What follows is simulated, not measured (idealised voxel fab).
The process module that follows is named voxel air gaps.
The width of the displayed cross-section, cut, is 275 nm; its cells are square, with a size of 5 nm.
In what follows, cross-sections appear as grids of square cells, described through bands that run from the top down, where every band is one or more rows of cells.
Band: top height; bottom height; in nm. Then, left to right: material with width in nm, for each material. "full width": a single material spanning edge to edge. "blank": empty space.
For the purposes of this specification, 0 denotes the height below which the wafer in its as-received condition is composed wholly of one material, and the lowermost band, lacking a lower limit, extends downward without end, as expressed in "0 down".
Think of "30..40" as a width that walks from the first number to the second as you go down the band, top row to bottom row, taking equal-sized steps from row to row.
When a step is marked "nothing changed", none of the cells in the cross-section changed during that step.
"Closed internal cavities": sealed empty spaces, 8 cells or more, no open way to top, listed width x height at distance, with distance from the left edge and width, height and distance in nm.
What comes after the settings on a step's line is commentary from the simulator itself on that step.
"overlay nm" denotes, for a step that has a mask, the displacement of the mask to the right of its planned place, with negative values corresponding to the left.

This section lists the process steps that were planned
- 1: RECEIVE | material Si
- 2: CONFORMAL_DEP | material SiO2 | thk nm 10
- 3: CONFORMAL_DEP | material SiCN | thk nm 5
- 4: DIRECTIONAL_DEP | material SiO2 | thk nm 40
- 5: DIRECTIONAL_DEP | material aC | thk nm 10
- 6: PATTERN | tone open | mask id LINES | material resist | width nm 15 | pitch nm 55 | thk nm 30 | overlay nm 0
- 7: DIRECTIONAL_ETCH | etch materials aC | depth nm 10
- 8: STRIP | etch materials resist
- 9: DIRECTIONAL_ETCH | etch materials SiO2 | depth nm 40
- 10: STRIP | etch materials aC
- 11: CONFORMAL_DEP | material TiN | thk nm 5
- 12: FILL_DEP | material Ru | thk nm 10
- 13: CMP | height nm 55
- 14: EPI | material Ru | thk nm 10
- 15: SELECTIVE_ETCH | etch materials SiO2 | depth nm 50
- 16: CONFORMAL_DEP | material SiCN | thk nm 5
The plan shows the width nm of step 6 as the first wafer had it; this setting differs between the wafers, which start out alike.

Cross-section, first of several wafers, as delivered after step 1
- 0 down | Si full width
- Closed internal cavities: none

First wafer at the end, after step 16
- 70 to 65 | blank=60; SiCN=45; blank=10; SiCN=45; blank=10; SiCN=45; blank=60
- 65 to 55 | blank=60; SiCN=5; Ru=35; SiCN=5; blank=10; SiCN=5; Ru=35; SiCN=5; blank=10; SiCN=5; Ru=35; SiCN=5; blank=60
- 55 to 50 | blank=60; SiCN=15; TiN=5; Ru=5; TiN=5; SiCN=15; blank=10; SiCN=15; TiN=5; Ru=5; TiN=5; SiCN=15; blank=10; SiCN=15; TiN=5; Ru=5; TiN=5; SiCN=15; blank=60
- 50 to 20 | blank=70; SiCN=5; TiN=5; Ru=5; TiN=5; SiCN=5; blank=30; SiCN=5; TiN=5; Ru=5; TiN=5; SiCN=5; blank=30; SiCN=5; TiN=5; Ru=5; TiN=5; SiCN=5; blank=70
- 20 to 15 | SiCN=75; TiN=15; SiCN=40; TiN=15; SiCN=40; TiN=15; SiCN=75
- 15 to 10 | SiCN full width
- 10 to 0 | SiO2 full width
- 0 down | Si full width
- Closed internal cavities: none

Last wafer x-sec, end of module
- 70 to 65 | blank=50; SiCN=180; blank=45
- 65 to 55 | blank=50; SiCN=5; Ru=170; SiCN=5; blank=45
- 55 to 50 | blank=50; SiCN=15; TiN=5; Ru=30; TiN=5; SiO2=15; TiN=5; Ru=30; TiN=5; SiO2=15; TiN=5; Ru=30; TiN=5; SiCN=15; blank=45
- 50 to 20 | blank=60; SiCN=5; TiN=5; Ru=30; TiN=5; SiO2=15; TiN=5; Ru=30; TiN=5; SiO2=15; TiN=5; Ru=30; TiN=5; SiCN=5; blank=55
- 20 to 15 | SiCN=65; TiN=40; SiO2=15; TiN=40; SiO2=15; TiN=40; SiCN=60
- 15 to 10 | SiCN full width
- 10 to 0 | SiO2 full width
- 0 down | Si full width
- Closed internal cavities: none

What follows is a table in which each wafer occupies a row; for the wafer as it stands at the close of the module, the row states, material by material, how many cells have been gained (+) or lost (-) since receipt, and then gives its closed voids
width nm 15 | +63 Ru | +194 SiCN | +110 SiO2 | +51 TiN | Closed internal cavities: none
width nm 20 | +90 Ru | +194 SiCN | +110 SiO2 | +54 TiN | Closed internal cavities: none
width nm 25 | +117 Ru | +194 SiCN | +110 SiO2 | +57 TiN | Closed internal cavities: 20 x 30 at 100; 20 x 30 at 155
width nm 30 | +144 Ru | +186 SiCN | +110 SiO2 | +60 TiN | Closed internal cavities: 15 x 30 at 105; 15 x 30 at 160
width nm 35 | +171 Ru | +138 SiCN | +174 SiO2 | +63 TiN | Closed internal cavities: none
width nm 40 | +194 Ru | +138 SiCN | +158 SiO2 | +66 TiN | Closed internal cavities: none
